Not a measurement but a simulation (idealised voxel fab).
The following process module bears the name voxel air gaps.
For reference, the cross-section in this document is cut, with width 255 nm and square cells of 5 nm.
If you're reading a cross-section in this doc, picture square cells in a grid; it comes to you as bands, top ones listed first down to the bottom, and a band can be one or more rows of cells.
Basically the band line says how high the top is and how high the bottom is, in nm, and then what's in it from left to right, every material with its width in nm. Empty space shows up as "empty", and if a single material carries "throughout" it runs the full band edge to edge.
We count height from 0. Below that, the starting wafer is all one material. The lowest band never ends at the bottom but goes on down; see "0 -> down" for how that is written.
The notation "30..40" denotes a width that varies across the rows of cells in the band, beginning at the first number in the top row, finishing at the second number in the bottom row, and changing by an identical amount from each row to the next.
"remains unaltered" for a step: no cell of the cross-section changed in that step.
The entry titled "Sealed void list" provides the empty spaces that have no open way to the top, restricted to those of 8 cells or more. Each is presented as width x height at distance, the distance being measured from the left edge, with all three in nm.
Where a step's line continues beyond its settings, the continuation is a remark by the simulator itself on that step.
When a step includes a mask, the "overlay nm" setting on its line states how far to the right of its planned place that mask lay, and negative values state how far to the left.

The steps planned for the process are as follows
1,op RECEIVE | material Si
2,op CONFORMAL_DEP | material SiO2 | thk nm 10
3,op CONFORMAL_DEP | material SiN | thk nm 5
4,op DIRECTIONAL_DEP | material lowk | thk nm 40
5,op PATTERN | tone open | mask id LINES | material resist | width nm 15 | pitch nm 40 | thk nm 15 | overlay nm 0
6,op DIRECTIONAL_ETCH | etch materials lowk | depth nm 40
7,op STRIP | etch materials resist
8,op CONFORMAL_DEP | material TiN | thk nm 5
9,op FILL_DEP | material Cu | thk nm 5
10,op CMP | height nm 55
11,op EPI | material Ru | thk nm 10
12,op SELECTIVE_ETCH | etch materials lowk | depth nm 50
13,op CONFORMAL_DEP | material SiN | thk nm 5

Cross-section, incoming material, after step 1
> 0 -> down  Si throughout
> Sealed void list: none

Module complete - cross-section of the first of two wafers, run according to plan
> 70 -> 65  empty=45; SiN=165; empty=45
> 65 -> 55  empty=45; SiN=5; Ru=35; SiN=5; Ru=35; SiN=5; Ru=35; SiN=5; Ru=35; SiN=5; empty=45
> 55 -> 50  empty=45; SiN=15; TiN=5; Cu=5; TiN=5; SiN=25; TiN=5; Cu=5; TiN=5; SiN=25; TiN=5; Cu=5; TiN=5; SiN=25; TiN=5; Cu=5; TiN=5; SiN=15; empty=45
> 50 -> 20  empty=55; SiN=5; TiN=5; Cu=5; TiN=5; SiN=5; empty=15; SiN=5; TiN=5; Cu=5; TiN=5; SiN=5; empty=15; SiN=5; TiN=5; Cu=5; TiN=5; SiN=5; empty=15; SiN=5; TiN=5; Cu=5; TiN=5; SiN=5; empty=55
> 20 -> 15  SiN=60; TiN=15; SiN=25; TiN=15; SiN=25; TiN=15; SiN=25; TiN=15; SiN=60
> 15 -> 10  SiN throughout
> 10 -> 0  SiO2 throughout
> 0 -> down  Si throughout
> Sealed void list: 15 x 30 at 80; 15 x 30 at 120; 15 x 30 at 160

Cross-section at end of module for the second wafer of two, which matched the first in starting point and plan and differed by one mistake in its processing
> 70 -> 65  empty=45; SiN=170; empty=40
> 65 -> 55  empty=45; SiN=5; Ru=160; SiN=5; empty=40
> 55 -> 50  empty=45; SiN=15; TiN=5; Cu=10; TiN=5; lowk=20; TiN=5; Cu=10; TiN=5; lowk=20; TiN=5; Cu=10; TiN=5; lowk=20; TiN=5; Cu=10; TiN=5; SiN=15; empty=40
> 50 -> 20  empty=55; SiN=5; TiN=5; Cu=10; TiN=5; lowk=20; TiN=5; Cu=10; TiN=5; lowk=20; TiN=5; Cu=10; TiN=5; lowk=20; TiN=5; Cu=10; TiN=5; SiN=5; empty=50
> 20 -> 15  SiN=60; TiN=20; lowk=20; TiN=20; lowk=20; TiN=20; lowk=20; TiN=20; SiN=55
> 15 -> 10  SiN throughout
> 10 -> 0  SiO2 throughout
> 0 -> down  Si throughout
> Sealed void list: none
Want to know what went wrong? step 5 ran as: op PATTERN | tone open | mask id LINES | material resist | width nm 20 | pitch nm 40 | thk nm 15 | overlay nm 0
Final tally in cells, some materials are higher or lower on the second wafer than on the first: Cu: 28 more; Ru: 8 more; SiN: 72 fewer; TiN: 4 more; lowk: 96 more
Final count of closed voids per wafer: 3 in the first, 0 in the second.
